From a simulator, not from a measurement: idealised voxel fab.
This is a process module. Its name is voxel self aligned contacts.
Cross-section cut: width 145 nm, square cells of 5 nm.
How to read a cross-section here: the picture is a grid of square cells, written as bands going from the top down, and any band can span one or more rows of cells.
In this notation a band is specified by the heights of its top and bottom, in that order and in nm, after which its materials appear from left to right, each paired with its width in nm. The word "throughout" attached to a single material means that material fills the band from edge to edge; the word "air" stands for empty space.
Height 0 is the level under which the wafer as received is all one material. The lowest band goes on downwards, as in "0 and below".
The expression "30->40" gives the width at the extremes of the band, the first number at its top row of cells and the second at its bottom row, with the width changing by equal amounts from each row to the next in between.
It should be understood that the words "all unchanged", when stated for a given step, signify that the cross-section underwent no change in any of its cells during that step.
This entry, "Closed-off voids", enumerates those empty regions of no fewer than 8 cells that possess no open connection to the top. Each region is reported in the form width x height at distance, the distance being taken from the left edge, with all three quantities expressed in nm.
It should be noted that, on the line of a given step, the content following the step's settings is a remark produced by the simulator itself with respect to that step.
overlay nm: step with mask; distance mask lay right of planned place; negative value = left of planned place.
-- The process steps that were planned are listed below
1 RECEIVE: material Si
2 CONFORMAL_DEP: material SiO2, thk nm 5
3 DIRECTIONAL_DEP: material polySi, thk nm 30
4 DIRECTIONAL_DEP: material SiN, thk nm 20
5 MASKED_ETCH: tone cover, mask id GATE, width nm 25, pitch nm 60, etch materials SiN, depth nm 20, overlay nm 0
6 MASKED_ETCH: tone cover, mask id GATE, width nm 25, pitch nm 60, etch materials polySi, depth nm 30, overlay nm 0
7 CONFORMAL_DEP: material SiN, thk nm 5
8 DIRECTIONAL_ETCH: etch materials SiN, depth nm 5
9 FILL_DEP: material SiO2, thk nm 20
10 CMP: height nm 65
11 DIRECTIONAL_DEP: material aC, thk nm 15
12 PATTERN: tone open, mask id CONTACT, material resist, width nm 45, thk nm 30, overlay nm 0
13 DIRECTIONAL_ETCH: etch materials aC, depth nm 15
14 STRIP: etch materials resist
15 DIRECTIONAL_ETCH: etch materials SiO2, depth nm 65
16 STRIP: etch materials aC
17 CONFORMAL_DEP: material TiN, thk nm 5
18 FILL_DEP: material Ru, thk nm 5
19 CMP: height nm 65
20 CONFORMAL_DEP: material SiN, thk nm 5
-- The cross-section here shows the wafer as received, i.e. in its state after step 1
- 0 and below | Si throughout
- Closed-off voids: none
-- Cross-section taken at module completion on the first of two wafers; processed per the plan
- 70 down to 65 | SiN throughout
- 65 down to 55 | SiO2=50, TiN=5->15, Ru=35->15, TiN=5->15, SiO2=50
- 55 down to 35 | SiO2=25, SiN=35, TiN=5, Ru=15, TiN=5, SiN=35, SiO2=25
- 35 down to 5 | SiO2=25, SiN=5, polySi=25, SiN=5, TiN=5, Ru=15, TiN=5, SiN=5, polySi=25, SiN=5, SiO2=25
- 5 down to 0 | SiO2=60, TiN=25, SiO2=60
- 0 and below | Si throughout
- Closed-off voids: none
-- Here is the second of the two wafers cut open at the end of the module - same start, same plan as the first one, but we made one mistake running it
- 70 down to 65 | SiN throughout
- 65 down to 60 | SiO2=50, TiN=5, Ru=35, TiN=5, SiO2=50
- 60 down to 55 | SiO2=50, TiN=45, SiO2=50
- 55 down to 35 | SiN=35, SiO2=15, SiN=45, SiO2=15, SiN=35
- 35 down to 5 | polySi throughout
- 5 down to 0 | SiO2 throughout
- 0 and below | Si throughout
- Closed-off voids: none
Processing error: step 5 ran as: MASKED_ETCH: tone open, mask id GATE, width nm 25, pitch nm 60, etch materials SiN, depth nm 20, overlay nm 0
Per the end-of-run cell counts, the second wafer holds more or fewer of some materials than the first: Ru -33; SiN +12; SiO2 -71; TiN -22; polySi +114
